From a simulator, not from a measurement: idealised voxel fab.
Documented hereafter: the process module known as voxel ribs on slabs.
In the cross-section labelled cut, the width is 250 nm and each square cell is 5 nm.
A cross-section in this document is a grid of square cells, and it is written down as bands, the top band listed before the ones below it; a band is made up of one or more rows of cells.
Band: top and bottom heights (nm) first, top before bottom; then materials from left to right, widths in nm. "everywhere" marks a sole material filling the band edge to edge. "empty" denotes empty space.
Height reference: 0 = level under which incoming wafer is all one material. Lowest band: no bottom, runs on downward, e.g. "0 nm and below".
The two numbers in a width such as "30..40" mark its ends across the band: the first belongs to the top row of cells, the second to the bottom row, and from each row to the next the width moves by the same amount.
Step note "same as before" = no cross-section cell changed.
Entry "Sealed internal voids" = empty spaces >= 8 cells with no open way to the top; each as width x height at distance, distance from left edge, all nm.
Read whatever lies past the settings on a step's line as the simulator's own remark about the step.
If you see "overlay nm" on a step's line and that step has a mask, it's telling you how far right of where it was planned the mask ended up; a negative number means it went left instead.

### Intended process steps
1) RECEIVE: material Si
2) DIRECTIONAL_DEP: material SiO2, thk nm 20
3) DIRECTIONAL_DEP: material polySi, thk nm 20
4) MASKED_ETCH: tone cover, mask id RIB, width nm 20, etch materials polySi, depth nm 5, overlay nm 0
5) DIRECTIONAL_DEP: material aC, thk nm 10
6) PATTERN: tone cover, mask id SLAB, material resist, width nm 80, thk nm 30, overlay nm 0
7) DIRECTIONAL_ETCH: etch materials aC, depth nm 10
8) STRIP: etch materials resist
9) DIRECTIONAL_ETCH: etch materials polySi, depth nm 15
10) STRIP: etch materials aC
11) FILL_DEP: material SiO2, thk nm 30
12) CMP: height nm 60
13) DIRECTIONAL_DEP: material W, thk nm 5
14) MASKED_ETCH: tone cover, mask id HEATER, width nm 30, etch materials W, depth nm 5, overlay nm 0
15) CONFORMAL_DEP: material SiN, thk nm 10

### First of two wafers - as planned

### Incoming wafer, cross-sectional view, post step 1
> 0 nm and below = Si everywhere
> Sealed internal voids: none

### After step 2: wafer cross-section
> 20 nm to 0 nm = SiO2 everywhere
> Beneath the level 0, the cross-section is identical to its previous state.

### After step 3: wafer cross-section
> 40 nm to 20 nm = polySi everywhere
> Beneath the level 20, the cross-section is identical to its previous state.

### After step 4: wafer cross-section
> 40 nm to 35 nm = 115 nm empty; 20 nm polySi; 115 nm empty
> Beneath the level 35, the cross-section is identical to its previous state.

### After step 5: wafer cross-section
> 50 nm to 45 nm = 115 nm empty; 20 nm aC; 115 nm empty
> 45 nm to 40 nm = aC everywhere
> 40 nm to 35 nm = 115 nm aC; 20 nm polySi; 115 nm aC
> Beneath the level 35, the cross-section is identical to its previous state.

### After step 6: wafer cross-section
> 80 nm to 50 nm = 85 nm empty; 80 nm resist; 85 nm empty
> 50 nm to 45 nm = 85 nm empty; 30 nm resist; 20 nm aC; 30 nm resist; 85 nm empty
> Beneath the level 45, the cross-section is identical to its previous state.

### After step 7: wafer cross-section
> 70 nm to 50 nm = 85 nm empty; 80 nm resist; 85 nm empty
> 50 nm to 45 nm = 85 nm empty; 30 nm resist; 20 nm aC; 30 nm resist; 85 nm empty
> 45 nm to 40 nm = 85 nm empty; 80 nm aC; 85 nm empty
> 40 nm to 35 nm = 85 nm empty; 30 nm aC; 20 nm polySi; 30 nm aC; 85 nm empty
> Beneath the level 35, the cross-section is identical to its previous state.

### After step 8: wafer cross-section
> 50 nm to 40 nm = 115..85 nm empty; 20..80 nm aC; 115..85 nm empty
> Beneath the level 40, the cross-section is identical to its previous state.

### After step 9: wafer cross-section
> 50 nm to 40 nm = 115..85 nm empty; 20..80 nm aC; 115..85 nm empty
> 40 nm to 35 nm = 85 nm empty; 30 nm aC; 20 nm polySi; 30 nm aC; 85 nm empty
> 35 nm to 20 nm = 85 nm empty; 80 nm polySi; 85 nm empty
> Beneath the level 20, the cross-section is identical to its previous state.

### After step 10: wafer cross-section
> 40 nm to 35 nm = 115 nm empty; 20 nm polySi; 115 nm empty
> Beneath the level 35, the cross-section is identical to its previous state.

### After step 11: wafer cross-section
> 70 nm to 40 nm = SiO2 everywhere
> 40 nm to 35 nm = 115 nm SiO2; 20 nm polySi; 115 nm SiO2
> 35 nm to 20 nm = 85 nm SiO2; 80 nm polySi; 85 nm SiO2
> Beneath the level 20, the cross-section is identical to its previous state.

### After step 12: wafer cross-section
> 60 nm to 40 nm = SiO2 everywhere
> Beneath the level 40, the cross-section is identical to its previous state.

### After step 13: wafer cross-section
> 65 nm to 60 nm = W everywhere
> Beneath the level 60, the cross-section is identical to its previous state.

### After step 14: wafer cross-section
> 65 nm to 60 nm = 110 nm empty; 30 nm W; 110 nm empty
> Beneath the level 60, the cross-section is identical to its previous state.

### After step 15: wafer cross-section
> 75 nm to 70 nm = 100 nm empty; 50 nm SiN; 100 nm empty
> 70 nm to 65 nm = SiN everywhere
> 65 nm to 60 nm = 110 nm SiN; 30 nm W; 110 nm SiN
> Beneath the level 60, the cross-section is identical to its previous state.

### The remaining wafer, second of the two, started like the first and was run to the same plan, except that one mistake was made along the way; the two coincide through step 3, inclusive

### Cross-section of the second wafer at the time step 4 of the plan should have ended
> 40 nm to 25 nm = 115 nm empty; 20 nm polySi; 115 nm empty
> Beneath the level 25, the cross-section is identical to its previous state.

### Cross-section of the second wafer at the time step 5 of the plan should have ended
> 50 nm to 40 nm = 115 nm empty; 20 nm aC; 115 nm empty
> 40 nm to 35 nm = 115 nm empty; 20 nm polySi; 115 nm empty
> 35 nm to 25 nm = 115 nm aC; 20 nm polySi; 115 nm aC
> Beneath the level 25, the cross-section is identical to its previous state.

### Cross-section of the second wafer at the time step 6 of the plan should have ended
> 80 nm to 50 nm = 85 nm empty; 80 nm resist; 85 nm empty
> 50 nm to 40 nm = 85 nm empty; 30 nm resist; 20 nm aC; 30 nm resist; 85 nm empty
> 40 nm to 35 nm = 85 nm empty; 30 nm resist; 20 nm polySi; 30 nm resist; 85 nm empty
> Beneath the level 35, the cross-section is identical to its previous state.

### Cross-section of the second wafer at the time step 7 of the plan should have ended
> 70 nm to 50 nm = 85 nm empty; 80 nm resist; 85 nm empty
> 50 nm to 40 nm = 85 nm empty; 30 nm resist; 20 nm aC; 30 nm resist; 85 nm empty
> 40 nm to 35 nm = 85 nm empty; 30 nm resist; 20 nm polySi; 30 nm resist; 85 nm empty
> 35 nm to 25 nm = 85 nm empty; 30 nm aC; 20 nm polySi; 30 nm aC; 85 nm empty
> Beneath the level 25, the cross-section is identical to its previous state.

### Cross-section of the second wafer at the time step 8 of the plan should have ended
> 50 nm to 40 nm = 115 nm empty; 20 nm aC; 115 nm empty
> 40 nm to 35 nm = 115 nm empty; 20 nm polySi; 115 nm empty
> Beneath the level 35, the cross-section is identical to its previous state.

### Cross-section of the second wafer at the time step 9 of the plan should have ended
> 50 nm to 40 nm = 115 nm empty; 20 nm aC; 115 nm empty
> 40 nm to 35 nm = 115 nm empty; 20 nm polySi; 115 nm empty
> 35 nm to 25 nm = 85 nm empty; 30 nm aC; 20 nm polySi; 30 nm aC; 85 nm empty
> 25 nm to 20 nm = 85 nm empty; 80 nm polySi; 85 nm empty
> Beneath the level 20, the cross-section is identical to its previous state.

### Cross-section of the second wafer at the time step 10 of the plan should have ended
> 40 nm to 25 nm = 115 nm empty; 20 nm polySi; 115 nm empty
> Beneath the level 25, the cross-section is identical to its previous state.

### Cross-section of the second wafer at the time step 11 of the plan should have ended
> 70 nm to 40 nm = SiO2 everywhere
> 40 nm to 25 nm = 115 nm SiO2; 20 nm polySi; 115 nm SiO2
> 25 nm to 20 nm = 85 nm SiO2; 80 nm polySi; 85 nm SiO2
> Beneath the level 20, the cross-section is identical to its previous state.

### Cross-section of the second wafer at the time step 12 of the plan should have ended
> 60 nm to 40 nm = SiO2 everywhere
> Beneath the level 40, the cross-section is identical to its previous state.

### Cross-section of the second wafer at the time step 13 of the plan should have ended
> 65 nm to 60 nm = W everywhere
> Beneath the level 60, the cross-section is identical to its previous state.

### Cross-section of the second wafer at the time step 14 of the plan should have ended
> 65 nm to 60 nm = 110 nm empty; 30 nm W; 110 nm empty
> Beneath the level 60, the cross-section is identical to its previous state.

### Cross-section of the second wafer at the time step 15 of the plan should have ended
> 75 nm to 70 nm = 100 nm empty; 50 nm SiN; 100 nm empty
> 70 nm to 65 nm = SiN everywhere
> 65 nm to 60 nm = 110 nm SiN; 30 nm W; 110 nm SiN
> Beneath the level 60, the cross-section is identical to its previous state.
Plan not followed: not per plan at step 4, really ran MASKED_ETCH: tone cover, mask id RIB, width nm 20, etch materials polySi, depth nm 15, overlay nm 0
Final difference in cells, second wafer against first, listed per material as more or fewer: SiO2 +24; polySi -24
